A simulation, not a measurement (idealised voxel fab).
voxel transistor to metal: a process module
Xsec cut, 150 nm wide, square cell size 5 nm.
Reading order for cross-sections: top band down to bottom band. Underlying form: a grid of square cells. Band size: one or more rows of cells.
Read a band's entry like this: the first values are the height of its top and the height of its bottom in nm, and what follows is the sequence of materials from left to right, each with its width in nm. Note that "blank" is empty space, and that a single material marked "all across" reaches across the band from edge to edge.
Zero point of the height axis is 0; under it, received wafer = one material. Lowest band: continues down indefinitely, "z 0 and below".
The notation "30->40" denotes a width that varies across the rows of cells in the band, beginning at the first number in the top row, finishing at the second number in the bottom row, and changing by an identical amount from each row to the next.
Key: "no alteration" - step with no changed cell in the cross-section.
"Closed cavity list" specifies each empty space that is not open to the top and that occupies no fewer than 8 cells, using the form width x height at distance, the distance measured from the left edge and all three quantities in nm.
On each step's line, the part that comes after the settings is the simulator's own comment on the step.
The optional step-line setting "overlay nm" applies to steps with a mask and quantifies how far to the right of its planned location the mask lay, a negative value indicating leftward placement.
-- Planned step list for the process
step 1: RECEIVE with material Si
step 2: CONFORMAL_DEP with material SiO2, thk nm 5
step 3: CONFORMAL_DEP with material SiN, thk nm 10
step 4: PATTERN with tone cover, mask id ACTIVE, material resist, width nm 95, thk nm 15, overlay nm 0
step 5: DIRECTIONAL_ETCH with etch materials SiN, depth nm 10
step 6: DIRECTIONAL_ETCH with etch materials SiO2, depth nm 5
step 7: DIRECTIONAL_ETCH with etch materials Si, depth nm 25
step 8: STRIP with etch materials resist
step 9: OXIDIZE with depth nm 5
step 10: FILL_DEP with material SiO2, thk nm 10
step 11: CMP with height nm 15
step 12: SELECTIVE_ETCH with etch materials SiO2, depth nm 5
step 13: STRIP with etch materials SiN
step 14: SELECTIVE_ETCH with etch materials SiO2, depth nm 5
step 15: OXIDIZE with depth nm 5
step 16: DIRECTIONAL_DEP with material polySi, thk nm 30
step 17: DIRECTIONAL_DEP with material SiCN, thk nm 10
step 18: MASKED_ETCH with tone cover, mask id GATE, width nm 15, etch materials SiCN, depth nm 20, overlay nm 0
step 19: MASKED_ETCH with tone cover, mask id GATE, width nm 15, etch materials polySi, depth nm 40, overlay nm 0
step 20: CONFORMAL_DEP with material SiN, thk nm 10
step 21: DIRECTIONAL_ETCH with etch materials SiN, depth nm 10
step 22: DIRECTIONAL_ETCH with etch materials SiO2, depth nm 5
step 23: DIRECTIONAL_ETCH with etch materials Si, depth nm 10
step 24: EPI with material pSi, thk nm 10
step 25: FILL_DEP with material SiO2, thk nm 5
step 26: CMP with height nm 40
step 27: DIRECTIONAL_DEP with material SiO2, thk nm 15
step 28: MASKED_ETCH with tone open, mask id CONTACT, width nm 20, pitch nm 65, etch materials SiO2, depth nm 60, overlay nm 0
step 29: CONFORMAL_DEP with material TiN, thk nm 5
step 30: FILL_DEP with material Ru, thk nm 5
step 31: CMP with height nm 55
step 32: CONFORMAL_DEP with material SiCN, thk nm 5
step 33: DIRECTIONAL_DEP with material SiO2, thk nm 20
step 34: PATTERN with tone open, mask id METAL_1, material resist, width nm 20, pitch nm 65, thk nm 15, overlay nm 0
step 35: DIRECTIONAL_ETCH with etch materials SiO2, depth nm 20
step 36: DIRECTIONAL_ETCH with etch materials SiCN, depth nm 5
step 37: STRIP with etch materials resist
step 38: CONFORMAL_DEP with material TiN, thk nm 5
step 39: FILL_DEP with material Cu, thk nm 5
step 40: CMP with height nm 80
step 41: CONFORMAL_DEP with material SiN, thk nm 5
-- The first of the two wafers, which ran as planned
-- Wafer at receipt (post step 1), cross-section
> z 0 and below: Si all across
> Closed cavity list: none
-- after step 2
> z 5 to 0: SiO2 all across
> below 0: unchanged
-- after step 3
> z 15 to 5: SiN all across
> below 5: unchanged
-- after step 4
> z 30 to 15: blank (25); resist (95); blank (30)
> below 15: unchanged
-- after step 5
> z 30 to 15: blank (25); resist (95); blank (30)
> z 15 to 5: blank (25); SiN (95); blank (30)
> below 5: unchanged
-- after step 6
> z 30 to 15: blank (25); resist (95); blank (30)
> z 15 to 5: blank (25); SiN (95); blank (30)
> z 5 to 0: blank (25); SiO2 (95); blank (30)
> below 0: unchanged
-- after step 7
> z 30 to 15: blank (25); resist (95); blank (30)
> z 15 to 5: blank (25); SiN (95); blank (30)
> z 5 to 0: blank (25); SiO2 (95); blank (30)
> z 0 to -25: blank (25); Si (95); blank (30)
> below -25: unchanged
-- after step 8
> z 15 to 5: blank (25); SiN (95); blank (30)
> below 5: unchanged
-- after step 9
> z 15 to 5: blank (25); SiN (95); blank (30)
> z 5 to 0: blank (25); SiO2 (95); blank (30)
> z 0 to -25: blank (25); SiO2 (5); Si (85); SiO2 (5); blank (30)
> z -25 to -30: SiO2 (30); Si (85); SiO2 (35)
> below -30: unchanged
-- after step 10
> z 25 to 15: SiO2 all across
> z 15 to 5: SiO2 (25); SiN (95); SiO2 (30)
> z 5 to 0: SiO2 all across
> z 0 to -30: SiO2 (30); Si (85); SiO2 (35)
> below -30: unchanged
-- after step 11
> z 15 to 5: SiO2 (25); SiN (95); SiO2 (30)
> below 5: unchanged
-- after step 12
> z 15 to 10: blank (25); SiN (95); blank (30)
> below 10: unchanged
-- after step 13
> z 10 to 5: SiO2 (25); blank (95); SiO2 (30)
> below 5: unchanged
-- after step 14
> z 5 to 0: SiO2 (20); blank (105); SiO2 (25)
> below 0: unchanged
-- after step 15
> z 5 to 0: SiO2 (20); blank (105); SiO2 (25)
> z 0 to -5: SiO2 all across
> below -5: unchanged
-- after step 16
> z 35 to 30: polySi (20); blank (105); polySi (25)
> z 30 to 5: polySi all across
> z 5 to 0: SiO2 (20); polySi (105); SiO2 (25)
> below 0: unchanged
-- after step 17
> z 45 to 40: SiCN (20); blank (105); SiCN (25)
> z 40 to 35: SiCN all across
> z 35 to 30: polySi (20); SiCN (105); polySi (25)
> below 30: unchanged
-- after step 18
> z 40 to 35: blank (65); SiCN (15); blank (70)
> z 35 to 30: polySi (20); blank (45); SiCN (15); blank (45); polySi (25)
> below 30: unchanged
-- after step 19
> z 40 to 30: blank (65); SiCN (15); blank (70)
> z 30 to 5: blank (65); polySi (15); blank (70)
> z 5 to 0: SiO2 (20); blank (45); polySi (15); blank (45); SiO2 (25)
> below 0: unchanged
-- after step 20
> z 50 to 40: blank (55); SiN (35); blank (60)
> z 40 to 30: blank (55); SiN (10); SiCN (15); SiN (10); blank (60)
> z 30 to 15: blank (55); SiN (10); polySi (15); SiN (10); blank (60)
> z 15 to 10: SiN (30); blank (25); SiN (10); polySi (15); SiN (10); blank (25); SiN (35)
> z 10 to 5: SiN (65); polySi (15); SiN (70)
> z 5 to 0: SiO2 (20); SiN (45); polySi (15); SiN (45); SiO2 (25)
> below 0: unchanged
-- after step 21
> z 40 to 30: blank (55); SiN (10); SiCN (15); SiN (10); blank (60)
> z 30 to 5: blank (55); SiN (10); polySi (15); SiN (10); blank (60)
> z 5 to 0: SiO2 (20); SiN (10); blank (25); SiN (10); polySi (15); SiN (10); blank (25); SiN (10); SiO2 (25)
> below 0: unchanged
-- after step 22
> z 40 to 30: blank (55); SiN (10); SiCN (15); SiN (10); blank (60)
> z 30 to 5: blank (55); SiN (10); polySi (15); SiN (10); blank (60)
> z 5 to 0: blank (20); SiN (10); blank (25); SiN (10); polySi (15); SiN (10); blank (25); SiN (10); blank (25)
> z 0 to -5: SiO2 (30); blank (25); SiO2 (35); blank (25); SiO2 (35)
> below -5: unchanged
-- after step 23
> z 40 to 30: blank (55); SiN (10); SiCN (15); SiN (10); blank (60)
> z 30 to 5: blank (55); SiN (10); polySi (15); SiN (10); blank (60)
> z 5 to 0: blank (20); SiN (10); blank (25); SiN (10); polySi (15); SiN (10); blank (25); SiN (10); blank (25)
> z 0 to -5: SiO2 (30); blank (25); SiO2 (35); blank (25); SiO2 (35)
> z -5 to -15: SiO2 (30); blank (25); Si (35); blank (25); SiO2 (35)
> below -15: unchanged
-- after step 24
> z 40 to 30: blank (55); SiN (10); SiCN (15); SiN (10); blank (60)
> z 30 to 5: blank (55); SiN (10); polySi (15); SiN (10); blank (60)
> z 5 to 0: blank (20); SiN (10); blank (15); pSi (10); SiN (10); polySi (15); SiN (10); pSi (10); blank (15); SiN (10); blank (25)
> z 0 to -5: SiO2 (30); blank (15); pSi (10); SiO2 (35); pSi (10); blank (15); SiO2 (35)
> z -5 to -15: SiO2 (30); pSi (25); Si (35); pSi (25); SiO2 (35)
> below -15: unchanged
-- after step 25
> z 45 to 40: SiO2 all across
> z 40 to 30: SiO2 (55); SiN (10); SiCN (15); SiN (10); SiO2 (60)
> z 30 to 5: SiO2 (55); SiN (10); polySi (15); SiN (10); SiO2 (60)
> z 5 to 0: SiO2 (20); SiN (10); SiO2 (15); pSi (10); SiN (10); polySi (15); SiN (10); pSi (10); SiO2 (15); SiN (10); SiO2 (25)
> z 0 to -5: SiO2 (45); pSi (10); SiO2 (35); pSi (10); SiO2 (50)
> below -5: unchanged
-- after step 26
> z 40 to 30: SiO2 (55); SiN (10); SiCN (15); SiN (10); SiO2 (60)
> below 30: unchanged
-- after step 27
> z 55 to 40: SiO2 all across
> below 40: unchanged
-- after step 28
> z 55 to 40: SiO2 (30); blank (20); SiO2 (45); blank (20); SiO2 (35)
> z 40 to 30: SiO2 (30); blank (20); SiO2 (5); SiN (10); SiCN (15); SiN (10); SiO2 (5); blank (20); SiO2 (35)
> z 30 to 5: SiO2 (30); blank (20); SiO2 (5); SiN (10); polySi (15); SiN (10); SiO2 (5); blank (20); SiO2 (35)
> z 5 to 0: SiO2 (20); SiN (10); blank (15); pSi (10); SiN (10); polySi (15); SiN (10); pSi (10); blank (15); SiN (10); SiO2 (25)
> z 0 to -5: SiO2 (30); blank (15); pSi (10); SiO2 (35); pSi (10); blank (15); SiO2 (35)
> below -5: unchanged
-- after step 29
> z 60 to 55: TiN (35); blank (10); TiN (55); blank (10); TiN (40)
> z 55 to 40: SiO2 (30); TiN (5); blank (10); TiN (5); SiO2 (45); TiN (5); blank (10); TiN (5); SiO2 (35)
> z 40 to 30: SiO2 (30); TiN (5); blank (10); TiN (5); SiO2 (5); SiN (10); SiCN (15); SiN (10); SiO2 (5); TiN (5); blank (10); TiN (5); SiO2 (35)
> z 30 to 10: SiO2 (30); TiN (5); blank (10); TiN (5); SiO2 (5); SiN (10); polySi (15); SiN (10); SiO2 (5); TiN (5); blank (10); TiN (5); SiO2 (35)
> z 10 to 5: SiO2 (30); TiN (5); blank (5); TiN (10); SiO2 (5); SiN (10); polySi (15); SiN (10); SiO2 (5); TiN (10); blank (5); TiN (5); SiO2 (35)
> z 5 to 0: SiO2 (20); SiN (10); TiN (5); blank (5); TiN (5); pSi (10); SiN (10); polySi (15); SiN (10); pSi (10); TiN (5); blank (5); TiN (5); SiN (10); SiO2 (25)
> z 0 to -5: SiO2 (30); TiN (15); pSi (10); SiO2 (35); pSi (10); TiN (15); SiO2 (35)
> below -5: unchanged
-- after step 30
> z 65 to 60: Ru all across
> z 60 to 55: TiN (35); Ru (10); TiN (55); Ru (10); TiN (40)
> z 55 to 40: SiO2 (30); TiN (5); Ru (10); TiN (5); SiO2 (45); TiN (5); Ru (10); TiN (5); SiO2 (35)
> z 40 to 30: SiO2 (30); TiN (5); Ru (10); TiN (5); SiO2 (5); SiN (10); SiCN (15); SiN (10); SiO2 (5); TiN (5); Ru (10); TiN (5); SiO2 (35)
> z 30 to 10: SiO2 (30); TiN (5); Ru (10); TiN (5); SiO2 (5); SiN (10); polySi (15); SiN (10); SiO2 (5); TiN (5); Ru (10); TiN (5); SiO2 (35)
> z 10 to 5: SiO2 (30); TiN (5); Ru (5); TiN (10); SiO2 (5); SiN (10); polySi (15); SiN (10); SiO2 (5); TiN (10); Ru (5); TiN (5); SiO2 (35)
> z 5 to 0: SiO2 (20); SiN (10); TiN (5); Ru (5); TiN (5); pSi (10); SiN (10); polySi (15); SiN (10); pSi (10); TiN (5); Ru (5); TiN (5); SiN (10); SiO2 (25)
> below 0: unchanged
-- after step 31
> z 55 to 40: SiO2 (30); TiN (5); Ru (10); TiN (5); SiO2 (45); TiN (5); Ru (10); TiN (5); SiO2 (35)
> below 40: unchanged
-- after step 32
> z 60 to 55: SiCN all across
> below 55: unchanged
-- after step 33
> z 80 to 60: SiO2 all across
> below 60: unchanged
-- after step 34
> z 95 to 80: resist (30); blank (20); resist (45); blank (20); resist (35)
> below 80: unchanged
-- after step 35
> z 95 to 80: resist (30); blank (20); resist (45); blank (20); resist (35)
> z 80 to 60: SiO2 (30); blank (20); SiO2 (45); blank (20); SiO2 (35)
> below 60: unchanged
-- after step 36
> z 95 to 80: resist (30); blank (20); resist (45); blank (20); resist (35)
> z 80 to 60: SiO2 (30); blank (20); SiO2 (45); blank (20); SiO2 (35)
> z 60 to 55: SiCN (30); blank (20); SiCN (45); blank (20); SiCN (35)
> below 55: unchanged
-- after step 37
> z 80 to 60: SiO2 (30); blank (20); SiO2 (45); blank (20); SiO2 (35)
> below 60: unchanged
-- after step 38
> z 85 to 80: TiN (35); blank (10); TiN (55); blank (10); TiN (40)
> z 80 to 60: SiO2 (30); TiN (5); blank (10); TiN (5); SiO2 (45); TiN (5); blank (10); TiN (5); SiO2 (35)
> z 60 to 55: SiCN (30); TiN (20); SiCN (45); TiN (20); SiCN (35)
> below 55: unchanged
-- after step 39
> z 90 to 85: Cu all across
> z 85 to 80: TiN (35); Cu (10); TiN (55); Cu (10); TiN (40)
> z 80 to 60: SiO2 (30); TiN (5); Cu (10); TiN (5); SiO2 (45); TiN (5); Cu (10); TiN (5); SiO2 (35)
> below 60: unchanged
-- after step 40
> z 80 to 60: SiO2 (30); TiN (5); Cu (10); TiN (5); SiO2 (45); TiN (5); Cu (10); TiN (5); SiO2 (35)
> below 60: unchanged
-- after step 41
> z 85 to 80: SiN all across
> below 80: unchanged
-- Second wafer: same start and same plan as the first, one execution error; identical to the first through step 33
-- Here is the second wafer in cross-section at the point where step 34 of the plan should have been done
> z 95 to 80: blank (30); resist (20); blank (45); resist (20); blank (35)
> below 80: unchanged
-- Here is the second wafer in cross-section at the point where step 35 of the plan should have been done
> z 95 to 80: blank (30); resist (20); blank (45); resist (20); blank (35)
> z 80 to 60: blank (30); SiO2 (20); blank (45); SiO2 (20); blank (35)
> below 60: unchanged
-- Here is the second wafer in cross-section at the point where step 36 of the plan should have been done
> z 95 to 80: blank (30); resist (20); blank (45); resist (20); blank (35)
> z 80 to 60: blank (30); SiO2 (20); blank (45); SiO2 (20); blank (35)
> z 60 to 55: blank (30); SiCN (20); blank (45); SiCN (20); blank (35)
> below 55: unchanged
-- Here is the second wafer in cross-section at the point where step 37 of the plan should have been done
> z 80 to 60: blank (30); SiO2 (20); blank (45); SiO2 (20); blank (35)
> below 60: unchanged
-- Here is the second wafer in cross-section at the point where step 38 of the plan should have been done
> z 85 to 80: blank (25); TiN (30); blank (35); TiN (30); blank (30)
> z 80 to 60: blank (25); TiN (5); SiO2 (20); TiN (5); blank (35); TiN (5); SiO2 (20); TiN (5); blank (30)
> z 60 to 55: TiN (30); SiCN (20); TiN (45); SiCN (20); TiN (35)
> below 55: unchanged
-- Here is the second wafer in cross-section at the point where step 39 of the plan should have been done
> z 90 to 85: Cu all across
> z 85 to 80: Cu (25); TiN (30); Cu (35); TiN (30); Cu (30)
> z 80 to 60: Cu (25); TiN (5); SiO2 (20); TiN (5); Cu (35); TiN (5); SiO2 (20); TiN (5); Cu (30)
> below 60: unchanged
-- Here is the second wafer in cross-section at the point where step 40 of the plan should have been done
> z 80 to 60: Cu (25); TiN (5); SiO2 (20); TiN (5); Cu (35); TiN (5); SiO2 (20); TiN (5); Cu (30)
> below 60: unchanged
-- Here is the second wafer in cross-section at the point where step 41 of the plan should have been done
> z 85 to 80: SiN all across
> below 80: unchanged
So what did we get wrong on this run? planned and actual differ for step 34; actual: PATTERN with tone cover, mask id METAL_1, material resist, width nm 20, pitch nm 65, thk nm 15, overlay nm 0
Counted in cells at the end, the second wafer holds more or fewer of these materials than the first: 56 more of Cu, 14 fewer of SiCN, 56 fewer of SiO2, 14 more of TiN
